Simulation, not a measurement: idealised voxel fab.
The name of this process module is voxel wiring stack.
cross-section cut | 280 nm wide | cells 5 nm
Bands, listed from the top down, are how a cross-section gets written in this document; the cross-section itself is a grid of square cells, and a band is one or more rows of them.
First you get the band's top height and its bottom height, in nm, and then the materials it's made of, left to right, with each width in nm. If you see a single material with "everywhere", that one covers the band edge to edge. "empty" is empty space.
Basically, 0 is our baseline, since under it the wafer straight out of the box is all one material. The bottom band has no lower end and keeps on going down, so it looks like "0 and below".
The two numbers in a width such as "30..40" mark its ends across the band: the first belongs to the top row of cells, the second to the bottom row, and from each row to the next the width moves by the same amount.
For the purposes of this document, the phrase "nothing altered" attached to a step denotes that no cell within the cross-section was modified by that step.
Enclosed voids (no open way to top), threshold 8 cells or more, entry "Unvented internal voids", notation width x height at distance, distance from left edge, nm.
That trailing text on a step's line, after the settings, is the simulator's own remark on the step.
overlay nm: where the mask lay relative to plan, measured to the right, on steps with a mask; negatives go left.

-- The planned process steps are enumerated hereunder
1,RECEIVE,material Si
2,CONFORMAL_DEP,material SiO2,thk nm 10
3,DIRECTIONAL_DEP,material TiN,thk nm 5
4,DIRECTIONAL_DEP,material W,thk nm 15
5,PATTERN,tone cover,mask id METAL_1,material resist,width nm 30,pitch nm 55,thk nm 15,overlay nm 0
6,DIRECTIONAL_ETCH,etch materials W,depth nm 15
7,DIRECTIONAL_ETCH,etch materials TiN,depth nm 5
8,STRIP,etch materials resist
9,FILL_DEP,material SiO2,thk nm 10
10,CMP,height nm 30
11,CONFORMAL_DEP,material SiCN,thk nm 5
12,DIRECTIONAL_DEP,material lowk,thk nm 20
13,PATTERN,tone open,mask id PLUG_1,material resist,width nm 15,pitch nm 55,thk nm 15,overlay nm 0
14,DIRECTIONAL_ETCH,etch materials lowk,depth nm 20
15,DIRECTIONAL_ETCH,etch materials SiCN,depth nm 5
16,STRIP,etch materials resist
17,CONFORMAL_DEP,material TiN,thk nm 5
18,FILL_DEP,material Ru,thk nm 5
19,CMP,height nm 55
20,DIRECTIONAL_DEP,material TiN,thk nm 5
21,DIRECTIONAL_DEP,material Ru,thk nm 15
22,PATTERN,tone cover,mask id METAL_2,material resist,width nm 30,pitch nm 55,thk nm 20,overlay nm 0
23,DIRECTIONAL_ETCH,etch materials Ru,depth nm 15
24,DIRECTIONAL_ETCH,etch materials TiN,depth nm 5
25,STRIP,etch materials resist
26,CONFORMAL_DEP,material SiCN,thk nm 5
27,FILL_DEP,material SiO2,thk nm 5
28,CMP,height nm 75
29,CONFORMAL_DEP,material SiN,thk nm 5

-- Incoming wafer in cross-section (state: after step 1)
	0 and below: Si everywhere
	Unvented internal voids: none

-- Sectioned view, first of two wafers, at the close of the module, processed as intended in the plan
	80 down to 75: SiN everywhere
	75 down to 60: SiO2 (90)  SiCN (5)  Ru (30)  SiCN (5)  SiO2 (15)  SiCN (5)  Ru (30)  SiCN (5)  SiO2 (95)
	60 down to 55: SiCN (95)  TiN (30)  SiCN (25)  TiN (30)  SiCN (100)
	55 down to 35: lowk (95)  TiN (5)  Ru (5)  TiN (5)  lowk (40)  TiN (5)  Ru (5)  TiN (5)  lowk (115)
	35 down to 30: SiCN (95)  TiN (15)  SiCN (40)  TiN (15)  SiCN (115)
	30 down to 15: SiO2 (95)  W (30)  SiO2 (25)  W (30)  SiO2 (100)
	15 down to 10: SiO2 (95)  TiN (30)  SiO2 (25)  TiN (30)  SiO2 (100)
	10 down to 0: SiO2 everywhere
	0 and below: Si everywhere
	Unvented internal voids: none

-- Now the second wafer, cross-sectioned at the end of the module. Nothing different at the start, nothing different in the plan compared with the first, just one mistake when it was actually run
	80 down to 75: SiN everywhere
	75 down to 60: SiO2 (90)  SiCN (5)  Ru (30)  SiCN (5)  SiO2 (15)  SiCN (5)  Ru (30)  SiCN (5)  SiO2 (95)
	60 down to 55: SiCN (95)  TiN (30)  SiCN (25)  TiN (30)  SiCN (100)
	55 down to 35: lowk (90)  TiN (5)  Ru (15)  TiN (5)  lowk (30)  TiN (5)  Ru (15)  TiN (5)  lowk (110)
	35 down to 30: SiCN (90)  TiN (25)  SiCN (30)  TiN (25)  SiCN (110)
	30 down to 15: SiO2 (95)  W (30)  SiO2 (25)  W (30)  SiO2 (100)
	15 down to 10: SiO2 (95)  TiN (30)  SiO2 (25)  TiN (30)  SiO2 (100)
	10 down to 0: SiO2 everywhere
	0 and below: Si everywhere
	Unvented internal voids: none
Against the plan, the run slipped here: step 13 ran as: PATTERN,tone open,mask id PLUG_1,material resist,width nm 25,pitch nm 55,thk nm 15,overlay nm 0
Bottom line after processing is that, in cells, the second wafer is up or down on some materials versus the first: Ru +16; SiCN -4; TiN +4; lowk -16
